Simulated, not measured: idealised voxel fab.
process module | voxel transistor to metal
cross-section cut | 160 nm wide | cells 5 nm
A cross-section is a grid of square cells, given in bands from the top down. A band is one or more rows of cells.
Each band's line starts with the height of the band's top and of its bottom, in nm. Then come its materials from left to right, each with its width in nm. One material with "throughout" fills the band from edge to edge. "air" is empty space.
Height 0 is the level under which the wafer as received is all one material. The lowest band goes on downwards, as in "0 down".
A width such as "30 to 40" changes by the same amount from each row of cells to the next, from the band's top row to its bottom row.
"no change" after a step means that no cell of the cross-section changed.
closed voids: empty space of 8 cells or more with no open way to the top, each as width x height at its distance from the left edge, in nm
after a step's settings: what the simulator itself notes on the step
overlay nm, on a step with a mask: how far to the right of its planned place the mask lay; to the left if negative
plan
1 op RECEIVE | material Si
2 op OXIDIZE | depth nm 5
3 op CONFORMAL_DEP | material SiN | thk nm 10
4 op MASKED_ETCH | tone cover | mask id ACTIVE | width nm 100 | etch materials SiN | depth nm 10 | overlay nm 0
5 op MASKED_ETCH | tone cover | mask id ACTIVE | width nm 100 | etch materials SiO2 | depth nm 5 | overlay nm 0
6 op MASKED_ETCH | tone cover | mask id ACTIVE | width nm 100 | etch materials Si | depth nm 25 | overlay nm 0
7 op OXIDIZE | depth nm 5
8 op FILL_DEP | material SiO2 | thk nm 15
9 op CMP | height nm 10
10 op SELECTIVE_ETCH | etch materials SiO2 | depth nm 5
11 op STRIP | etch materials SiN
12 op SELECTIVE_ETCH | etch materials SiO2 | depth nm 5
13 op OXIDIZE | depth nm 5
14 op DIRECTIONAL_DEP | material polySi | thk nm 30
15 op DIRECTIONAL_DEP | material SiCN | thk nm 10
16 op MASKED_ETCH | tone cover | mask id GATE | width nm 20 | etch materials SiCN | depth nm 20 | overlay nm 0
17 op MASKED_ETCH | tone cover | mask id GATE | width nm 20 | etch materials polySi | depth nm 40 | overlay nm 0
18 op CONFORMAL_DEP | material SiN | thk nm 5
19 op DIRECTIONAL_ETCH | etch materials SiN | depth nm 5
20 op DIRECTIONAL_ETCH | etch materials SiO2 | depth nm 5
21 op EPI | material pSi | thk nm 5
22 op FILL_DEP | material SiO2 | thk nm 10
23 op CMP | height nm 35
24 op DIRECTIONAL_DEP | material SiO2 | thk nm 15
25 op MASKED_ETCH | tone open | mask id CONTACT | width nm 15 | pitch nm 75 | etch materials SiO2 | depth nm 55 | overlay nm 0
26 op CONFORMAL_DEP | material TiN | thk nm 5
27 op FILL_DEP | material Ru | thk nm 5
28 op CMP | height nm 50
29 op CONFORMAL_DEP | material SiCN | thk nm 5
30 op DIRECTIONAL_DEP | material SiO2 | thk nm 25
31 op PATTERN | tone open | mask id METAL_1 | material resist | width nm 15 | pitch nm 75 | thk nm 15 | overlay nm 0
32 op DIRECTIONAL_ETCH | etch materials SiO2 | depth nm 25
33 op DIRECTIONAL_ETCH | etch materials SiCN | depth nm 5
34 op STRIP | etch materials resist
35 op CONFORMAL_DEP | material TiN | thk nm 5
36 op FILL_DEP | material Ru | thk nm 5
37 op CMP | height nm 80
38 op EPI | material Ru | thk nm 5
39 op FILL_DEP | material SiCN | thk nm 5
as received, after step 1
  0 down: Si throughout
  closed voids: none
first wafer at the end, as planned
  90 to 85: SiCN throughout
  85 to 80: SiCN 30 | Ru 25 | SiCN 50 | Ru 25 | SiCN 30
  80 to 55: SiO2 35 | TiN 5 | Ru 5 | TiN 5 | SiO2 60 | TiN 5 | Ru 5 | TiN 5 | SiO2 35
  55 to 50: SiCN 35 | TiN 15 | SiCN 60 | TiN 15 | SiCN 35
  50 to 35: SiO2 35 | TiN 5 | Ru 5 | TiN 5 | SiO2 60 | TiN 5 | Ru 5 | TiN 5 | SiO2 35
  35 to 25: SiO2 35 | TiN 5 | Ru 5 | TiN 5 | SiO2 15 | SiN 5 | SiCN 20 | SiN 5 | SiO2 15 | TiN 5 | Ru 5 | TiN 5 | SiO2 35
  25 to 0: SiO2 35 | TiN 5 | Ru 5 | TiN 5 | SiO2 15 | SiN 5 | polySi 20 | SiN 5 | SiO2 15 | TiN 5 | Ru 5 | TiN 5 | SiO2 35
  0 to -5: SiO2 25 | SiN 5 | SiO2 5 | TiN 15 | SiO2 15 | SiN 5 | polySi 20 | SiN 5 | SiO2 15 | TiN 15 | SiO2 5 | SiN 5 | SiO2 25
  -5 to -10: SiO2 30 | pSi 35 | SiO2 30 | pSi 35 | SiO2 30
  -10 to -35: SiO2 35 | Si 90 | SiO2 35
  -35 down: Si throughout
  closed voids: none
second wafer at the end: like start, like plan, one mistake
  90 to 85: SiCN throughout
  85 to 80: SiCN 30 | Ru 25 | SiCN 50 | Ru 25 | SiCN 30
  80 to 55: SiO2 35 | TiN 5 | Ru 5 | TiN 5 | SiO2 60 | TiN 5 | Ru 5 | TiN 5 | SiO2 35
  55 to 50: SiCN 35 | TiN 15 | SiCN 60 | TiN 15 | SiCN 35
  50 to 35: SiO2 35 | TiN 5 | Ru 5 | TiN 5 | SiO2 60 | TiN 5 | Ru 5 | TiN 5 | SiO2 35
  35 to 30: SiO2 35 | TiN 5 | Ru 5 | TiN 5 | SiO2 20 | SiCN 20 | SiO2 20 | TiN 5 | Ru 5 | TiN 5 | SiO2 35
  30 to 25: SiO2 35 | TiN 5 | Ru 5 | TiN 5 | SiO2 15 | SiN 5 | SiCN 20 | SiN 5 | SiO2 15 | TiN 5 | Ru 5 | TiN 5 | SiO2 35
  25 to 0: SiO2 35 | TiN 5 | Ru 5 | TiN 5 | SiO2 15 | SiN 5 | polySi 20 | SiN 5 | SiO2 15 | TiN 5 | Ru 5 | TiN 5 | SiO2 35
  0 to -5: SiO2 35 | TiN 15 | SiO2 15 | SiN 5 | polySi 20 | SiN 5 | SiO2 15 | TiN 15 | SiO2 35
  -5 to -10: SiO2 throughout
  -10 to -35: SiO2 35 | Si 90 | SiO2 35
  -35 down: Si throughout
  closed voids: none
what went wrong: step 20 ran as: op DIRECTIONAL_ETCH | etch materials SiN | depth nm 5
at the end the second wafer has, in cells: 4 fewer of SiN | 18 more of SiO2 | 14 fewer of pSi
